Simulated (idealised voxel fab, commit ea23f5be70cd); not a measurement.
process module | voxel transistor to metal
cross-section cut | 205 nm wide | cells 5 nm
A cross-section is a grid of square cells, given in bands from the top down. A band is one or more rows of cells.
Each band's line starts with the height of the band's top and of its bottom, in nm. Then come its materials from left to right, each with its width in nm. One material with "throughout" fills the band from edge to edge. "air" is empty space.
Height 0 is the level under which the wafer as received is all one material. The lowest band goes on downwards, as in "0 down".
A width such as "30 to 40" changes by the same amount from each row of cells to the next, from the band's top row to its bottom row.
"no change" after a step means that no cell of the cross-section changed.
closed voids: empty space of 8 cells or more with no open way to the top, each as width x height at its distance from the left edge, in nm
after a step's settings: what the simulator itself notes on the step
overlay nm, on a step with a mask: how far to the right of its planned place the mask lay; to the left if negative
plan
1 op RECEIVE | material Si
2 op CONFORMAL_DEP | material SiO2 | thk nm 5
3 op CONFORMAL_DEP | material SiN | thk nm 15
4 op DIRECTIONAL_DEP | material aC | thk nm 10
5 op PATTERN | tone cover | mask id ACTIVE | material resist | width nm 120 | thk nm 30 | overlay nm 0
6 op DIRECTIONAL_ETCH | etch materials aC | depth nm 10
7 op STRIP | etch materials resist
8 op DIRECTIONAL_ETCH | etch materials SiN | depth nm 15
9 op DIRECTIONAL_ETCH | etch materials SiO2 | depth nm 5
10 op DIRECTIONAL_ETCH | etch materials Si | depth nm 30
11 op STRIP | etch materials aC
12 op FILL_DEP | material SiO2 | thk nm 5
13 op CMP | height nm 20
14 op SELECTIVE_ETCH | etch materials SiO2 | depth nm 15
15 op STRIP | etch materials SiN
16 op SELECTIVE_ETCH | etch materials SiO2 | depth nm 5
17 op OXIDIZE | depth nm 5
18 op DIRECTIONAL_DEP | material polySi | thk nm 30
19 op DIRECTIONAL_DEP | material SiCN | thk nm 15
20 op DIRECTIONAL_DEP | material aC | thk nm 10
21 op PATTERN | tone cover | mask id GATE | material resist | width nm 20 | thk nm 30 | overlay nm 0
22 op DIRECTIONAL_ETCH | etch materials aC | depth nm 10
23 op STRIP | etch materials resist
24 op DIRECTIONAL_ETCH | etch materials SiCN | depth nm 25
25 op DIRECTIONAL_ETCH | etch materials polySi | depth nm 40
26 op STRIP | etch materials aC
27 op CONFORMAL_DEP | material SiN | thk nm 10
28 op DIRECTIONAL_ETCH | etch materials SiN | depth nm 10
29 op DIRECTIONAL_ETCH | etch materials SiO2 | depth nm 5
30 op EPI | material nSi | thk nm 5
31 op FILL_DEP | material SiO2 | thk nm 5
32 op CMP | height nm 45
33 op DIRECTIONAL_DEP | material SiO2 | thk nm 15
34 op PATTERN | tone open | mask id CONTACT | material resist | width nm 20 | pitch nm 80 | thk nm 15 | overlay nm 0
35 op DIRECTIONAL_ETCH | etch materials SiO2 | depth nm 60
36 op STRIP | etch materials resist
37 op CONFORMAL_DEP | material TiN | thk nm 5
38 op FILL_DEP | material W | thk nm 5
39 op CMP | height nm 60
40 op DIRECTIONAL_DEP | material TiN | thk nm 5
41 op DIRECTIONAL_DEP | material Ru | thk nm 15
42 op MASKED_ETCH | tone cover | mask id METAL_1 | width nm 20 | pitch nm 80 | etch materials Ru | depth nm 15 | overlay nm 0
43 op MASKED_ETCH | tone cover | mask id METAL_1 | width nm 20 | pitch nm 80 | etch materials TiN | depth nm 5 | overlay nm 0
44 op FILL_DEP | material SiO2 | thk nm 5
45 op CMP | height nm 80
46 op CONFORMAL_DEP | material SiCN | thk nm 5
47 op DIRECTIONAL_DEP | material lowk | thk nm 25
48 op PATTERN | tone open | mask id METAL_2_HOLES | material resist | width nm 15 | pitch nm 80 | thk nm 20 | overlay nm 0
49 op DIRECTIONAL_ETCH | etch materials lowk | depth nm 25
50 op STRIP | etch materials resist
51 op MASKED_ETCH | tone open | mask id METAL_2 | width nm 20 | pitch nm 80 | etch materials lowk | depth nm 15 | overlay nm 0
52 op MASKED_ETCH | tone open | mask id METAL_2 | width nm 20 | pitch nm 80 | etch materials SiCN | depth nm 5 | overlay nm 0
53 op CONFORMAL_DEP | material TiN | thk nm 5
54 op FILL_DEP | material Cu | thk nm 10
55 op CMP | height nm 110
56 op CONFORMAL_DEP | material SiN | thk nm 5
as received, after step 1
  0 down: Si throughout
  closed voids: none
a wafer at the end: this start, this plan, one mistake
  115 to 110: SiN throughout
  110 to 100: lowk 50 | TiN 5 | Cu 5 | TiN 5 | lowk 65 | TiN 5 | Cu 5 | TiN 5 | lowk 60
  100 to 95: lowk 50 | TiN 15 | lowk 65 | TiN 15 | lowk 60
  95 to 85: lowk throughout
  85 to 80: SiCN throughout
  80 to 65: SiO2 50 | Ru 20 | SiO2 60 | Ru 20 | SiO2 55
  65 to 60: SiO2 50 | TiN 20 | SiO2 60 | TiN 20 | SiO2 55
  60 to 45: SiO2 50 | TiN 5 | W 10 | TiN 5 | SiO2 60 | TiN 5 | W 10 | TiN 5 | SiO2 55
  45 to 30: SiO2 50 | TiN 5 | W 10 | TiN 5 | SiO2 10 | SiN 10 | SiCN 20 | SiN 10 | SiO2 10 | TiN 5 | W 10 | TiN 5 | SiO2 55
  30 to 5: SiO2 50 | TiN 5 | W 10 | TiN 5 | SiO2 10 | SiN 10 | polySi 20 | SiN 10 | SiO2 10 | TiN 5 | W 10 | TiN 5 | SiO2 55
  5 to 0: SiO2 50 | TiN 20 | SiO2 10 | SiN 10 | polySi 20 | SiN 10 | SiO2 10 | TiN 20 | SiO2 55
  0 to -5: SiO2 35 | nSi 45 | SiO2 40 | nSi 45 | SiO2 40
  -5 to -30: SiO2 40 | Si 120 | SiO2 45
  -30 down: Si throughout
  closed voids: none
what went wrong: step 47 was run twice
